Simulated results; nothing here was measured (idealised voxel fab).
process module | voxel trench capacitor
cross-section cut | 235 nm wide | cells 5 nm
A cross-section is a grid of square cells, given in bands from the top down. A band is one or more rows of cells.
Each band's line starts with the height of the band's top and of its bottom, in nm. Then come its materials from left to right, each with its width in nm. One material with "throughout" fills the band from edge to edge. "air" is empty space.
Height 0 is the level under which the wafer as received is all one material. The lowest band goes on downwards, as in "0 down".
A width such as "30 to 40" changes by the same amount from each row of cells to the next, from the band's top row to its bottom row.
"no change" after a step means that no cell of the cross-section changed.
closed voids: empty space of 8 cells or more with no open way to the top, each as width x height at its distance from the left edge, in nm
after a step's settings: what the simulator itself notes on the step
overlay nm, on a step with a mask: how far to the right of its planned place the mask lay; to the left if negative
plan
1 op RECEIVE | material Si
2 op CONFORMAL_DEP | material SiN | thk nm 5
3 op MASKED_ETCH | tone open | mask id TRENCH | width nm 15 | pitch nm 55 | etch materials SiN | depth nm 5 | overlay nm 0
4 op MASKED_ETCH | tone open | mask id TRENCH | width nm 25 | pitch nm 55 | etch materials Si | depth nm 40 | overlay nm 0
5 op CONFORMAL_DEP | material Al2O3 | thk nm 5
6 op FILL_DEP | material polySi | thk nm 10
7 op CMP | height nm 5
varied across the wafers: width nm of step 3. The plan shows the first wafer's value. All wafers start alike
first wafer as received, after step 1
  0 down: Si throughout
  closed voids: none
first wafer at the end, after step 7
  5 to 0: SiN 55 | Al2O3 5 | polySi 5 | Al2O3 5 | SiN 40 | Al2O3 5 | polySi 5 | Al2O3 5 | SiN 40 | Al2O3 5 | polySi 5 | Al2O3 5 | SiN 55
  0 to -35: Si 55 | Al2O3 5 | polySi 5 | Al2O3 5 | Si 40 | Al2O3 5 | polySi 5 | Al2O3 5 | Si 40 | Al2O3 5 | polySi 5 | Al2O3 5 | Si 55
  -35 to -40: Si 55 | Al2O3 15 | Si 40 | Al2O3 15 | Si 40 | Al2O3 15 | Si 55
  -40 down: Si throughout
  closed voids: none
last wafer at the end
  5 to 0: SiN 45 | Al2O3 10 | polySi 15 | Al2O3 15 | SiN 15 | Al2O3 10 | polySi 15 | Al2O3 15 | SiN 15 | Al2O3 10 | polySi 15 | Al2O3 15 | SiN 40
  0 to -35: Si 50 | Al2O3 5 | polySi 15 | Al2O3 5 | Si 30 | Al2O3 5 | polySi 15 | Al2O3 5 | Si 30 | Al2O3 5 | polySi 15 | Al2O3 5 | Si 50
  -35 to -40: Si 50 | Al2O3 25 | Si 30 | Al2O3 25 | Si 30 | Al2O3 25 | Si 50
  -40 down: Si throughout
  closed voids: none
each wafer at the end: cells of each material gained (+) or lost (-) since it was received, then its closed voids
width nm 15 | +57 Al2O3 | -72 Si | +38 SiN | +24 polySi | closed voids: none
width nm 20 | +60 Al2O3 | -96 Si | +35 SiN | +48 polySi | closed voids: none
width nm 25 | +63 Al2O3 | -120 Si | +32 SiN | +72 polySi | closed voids: none
width nm 30 | +66 Al2O3 | -120 Si | +29 SiN | +72 polySi | closed voids: none
width nm 35 | +69 Al2O3 | -120 Si | +26 SiN | +72 polySi | closed voids: none
width nm 40 | +72 Al2O3 | -120 Si | +23 SiN | +72 polySi | closed voids: none
